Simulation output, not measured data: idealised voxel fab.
The name of this process module is voxel local oxidation.
In the cross-section labelled cut, the width is 205 nm and each square cell is 5 nm.
Heads up, the way a cross-section reads in here is a grid of square cells, handed over as bands from the top down, with every band being one or more rows of cells. Read a band's entry like this: the first values are the height of its top and the height of its bottom in nm, and what follows is the sequence of materials from left to right, each with its width in nm. Note that "air" is empty space, and that a single material marked "throughout" reaches across the band from edge to edge. Height reference: 0 = level under which incoming wafer is all one material. Lowest band: no bottom, runs on downward, e.g. "0 and below". Per-row width for "30..40": begins at first number (top row of band), ends at second number (bottom row), increment between rows held constant. A step reported as "stayed the same" is a step in which no cell of the cross-section changed. Empty spaces without an open route to the top, at least 8 cells in extent, make up the entry "Sealed internal cavities"; each is given as width x height at distance, where the distance is measured from the left edge, and all are in nm. Whatever follows a step's settings on its line is a remark the simulator itself makes about that step. "overlay nm" on a masked step: distance the mask lay right of its planned place, negative for left.
List of planned process steps:
step 1: RECEIVE,material Si
step 2: OXIDIZE,depth nm 5
step 3: CONFORMAL_DEP,material SiN,thk nm 15
step 4: DIRECTIONAL_DEP,material aC,thk nm 10
step 5: PATTERN,tone cover,mask id ACTIVE,material resist,width nm 130,thk nm 30,overlay nm 0
step 6: DIRECTIONAL_ETCH,etch materials aC,depth nm 10
step 7: STRIP,etch materials resist
step 8: DIRECTIONAL_ETCH,etch materials SiN,depth nm 5
step 9: STRIP,etch materials aC
step 10: SELECTIVE_ETCH,etch materials SiO2,depth nm 5
step 11: OXIDIZE,depth nm 10
step 12: STRIP,etch materials SiN
Where the wafers of this document differ is in the depth nm of step 8; they start out the same, and the plan states the value that applied to the first wafer.
Sectional view: first of several wafers, as received, after step 1:
- 0 and below = Si throughout
- Sealed internal cavities: none
Module end state after final step 12: cross-section of the first of several wafers:
- 0 down to -5 = SiO2 throughout
- -5 and below = Si throughout
- Sealed internal cavities: none
The last wafer as seen in cross-section at the end of the module:
- 0 down to -5 = 40 nm air | 120 nm SiO2 | 45 nm air
- -5 down to -15 = 50 nm SiO2 | 100 nm Si | 55 nm SiO2
- -15 and below = Si throughout
- Sealed internal cavities: none
each wafer at the end: cells of each material gained (+) or lost (-) since it was received, then its closed voids:
depth nm 5; -41 Si; +41 SiO2; Sealed internal cavities: none
depth nm 10; -41 Si; +41 SiO2; Sealed internal cavities: none
depth nm 15; -83 Si; +66 SiO2; Sealed internal cavities: none
depth nm 20; -83 Si; +66 SiO2; Sealed internal cavities: none
depth nm 25; -83 Si; +66 SiO2; Sealed internal cavities: none
depth nm 30; -83 Si; +66 SiO2; Sealed internal cavities: none
